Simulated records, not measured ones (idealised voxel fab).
Name of the process module below: voxel air gaps
Section cut is 190 nm wide and gridded with 5 nm square cells.
When this document writes out a cross-section, it uses a grid of square cells and lists it as bands, beginning at the top and moving down, with a band standing for one or more rows of cells. It is stipulated that each band's entry specify, in nanometres, the height of the top of the band and then that of its bottom, followed by the materials of the band in left-to-right sequence, each together with its width in nanometres. A single material marked by the word "all across" is understood to fill the band from edge to edge; the word "empty" is understood to denote empty space. Height datum 0, below which the as-received substrate wafer is one material. Lowest band open at the bottom, running downward: "from 0 down". Width: "30->40" (first number = top row, second number = bottom row, same change from row to row of cells). Step note "nothing was modified" = no cross-section cell changed. Reported under the label "Voids, fully enclosed" are the empty spaces having no open way to the top and comprising 8 cells or more; the notation for each is width x height at distance, in which the distance is measured from the left edge and all three values are in nm. Heads up: the bit after the settings on a step's line is the simulator's remark on that step. Each step line may optionally specify "overlay nm", which for a step with a mask gives the rightward distance between the mask's planned place and where it lay, a negative value indicating the leftward direction.
BELOW IS THE LIST OF PLANNED PROCESS STEPS
1: RECEIVE [material Si]
2: CONFORMAL_DEP [material SiO2] [thk nm 15]
3: CONFORMAL_DEP [material SiCN] [thk nm 5]
4: DIRECTIONAL_DEP [material lowk] [thk nm 35]
5: DIRECTIONAL_DEP [material aC] [thk nm 15]
6: PATTERN [tone open] [mask id LINES] [material resist] [width nm 15] [pitch nm 45] [thk nm 30] [overlay nm 0]
7: DIRECTIONAL_ETCH [etch materials aC] [depth nm 15]
8: STRIP [etch materials resist]
9: DIRECTIONAL_ETCH [etch materials lowk] [depth nm 35]
10: STRIP [etch materials aC]
11: CONFORMAL_DEP [material TiN] [thk nm 5]
12: FILL_DEP [material Cu] [thk nm 10]
13: CMP [height nm 55]
14: EPI [material Ru] [thk nm 10]
15: SELECTIVE_ETCH [etch materials lowk] [depth nm 45]
16: CONFORMAL_DEP [material SiCN] [thk nm 5]
THE CROSS-SECTION HERE SHOWS THE WAFER AS RECEIVED, I.E. IN ITS STATE AFTER STEP 1
> from 0 down  Si all across
> Voids, fully enclosed: none
END-OF-MODULE XS, FIRST OF TWO WAFERS, RUN AS PLANNED
> from 70 to 65  empty 25; SiCN 135; empty 30
> from 65 to 55  empty 25; SiCN 5; Ru 35; SiCN 10; Ru 35; SiCN 10; Ru 35; SiCN 5; empty 30
> from 55 to 50  empty 25; SiCN 15; TiN 5; Cu 5; TiN 5; SiCN 30; TiN 5; Cu 5; TiN 5; SiCN 30; TiN 5; Cu 5; TiN 5; SiCN 15; empty 30
> from 50 to 25  empty 35; SiCN 5; TiN 5; Cu 5; TiN 5; SiCN 5; empty 20; SiCN 5; TiN 5; Cu 5; TiN 5; SiCN 5; empty 20; SiCN 5; TiN 5; Cu 5; TiN 5; SiCN 5; empty 40
> from 25 to 20  SiCN 40; TiN 15; SiCN 30; TiN 15; SiCN 30; TiN 15; SiCN 45
> from 20 to 15  SiCN all across
> from 15 to 0  SiO2 all across
> from 0 down  Si all across
> Voids, fully enclosed: 20 x 25 at 60; 20 x 25 at 105
CROSS-SECTIONAL IMAGE OF THE SECOND WAFER OF THE TWO FOLLOWING COMPLETION OF THE MODULE. STARTING STATE AND PROCESS PLAN WERE THE SAME AS FOR THE FIRST WAFER; ONE EXECUTION ERROR OCCURRED
> from 80 to 65  empty 15; SiCN 155; empty 20
> from 65 to 55  empty 15; SiCN 15; Ru 35; SiCN 10; Ru 35; SiCN 10; Ru 35; SiCN 15; empty 20
> from 55 to 50  empty 15; SiCN 25; TiN 5; Cu 5; TiN 5; SiCN 30; TiN 5; Cu 5; TiN 5; SiCN 30; TiN 5; Cu 5; TiN 5; SiCN 25; empty 20
> from 50 to 40  empty 15; SiCN 25; TiN 5; Cu 5; TiN 5; SiCN 5; empty 20; SiCN 5; TiN 5; Cu 5; TiN 5; SiCN 5; empty 20; SiCN 5; TiN 5; Cu 5; TiN 5; SiCN 25; empty 20
> from 40 to 35  empty 25; SiCN 15; TiN 5; Cu 5; TiN 5; SiCN 5; empty 20; SiCN 5; TiN 5; Cu 5; TiN 5; SiCN 5; empty 20; SiCN 5; TiN 5; Cu 5; TiN 5; SiCN 15; empty 30
> from 35 to 25  SiCN 40; TiN 5; Cu 5; TiN 5; SiCN 5; empty 20; SiCN 5; TiN 5; Cu 5; TiN 5; SiCN 5; empty 20; SiCN 5; TiN 5; Cu 5; TiN 5; SiCN 45
> from 25 to 20  SiCN 40; TiN 15; SiCN 30; TiN 15; SiCN 30; TiN 15; SiCN 45
> from 20 to 15  SiCN all across
> from 15 to 0  SiO2 all across
> from 0 down  Si all across
> Voids, fully enclosed: 20 x 25 at 60; 20 x 25 at 105
Error vs. plan: step 16 changed vs plan, executed as CONFORMAL_DEP [material SiCN] [thk nm 15]
Wrapping up, a cell-based count of both wafers puts the second over or under the first for these materials: SiCN +128
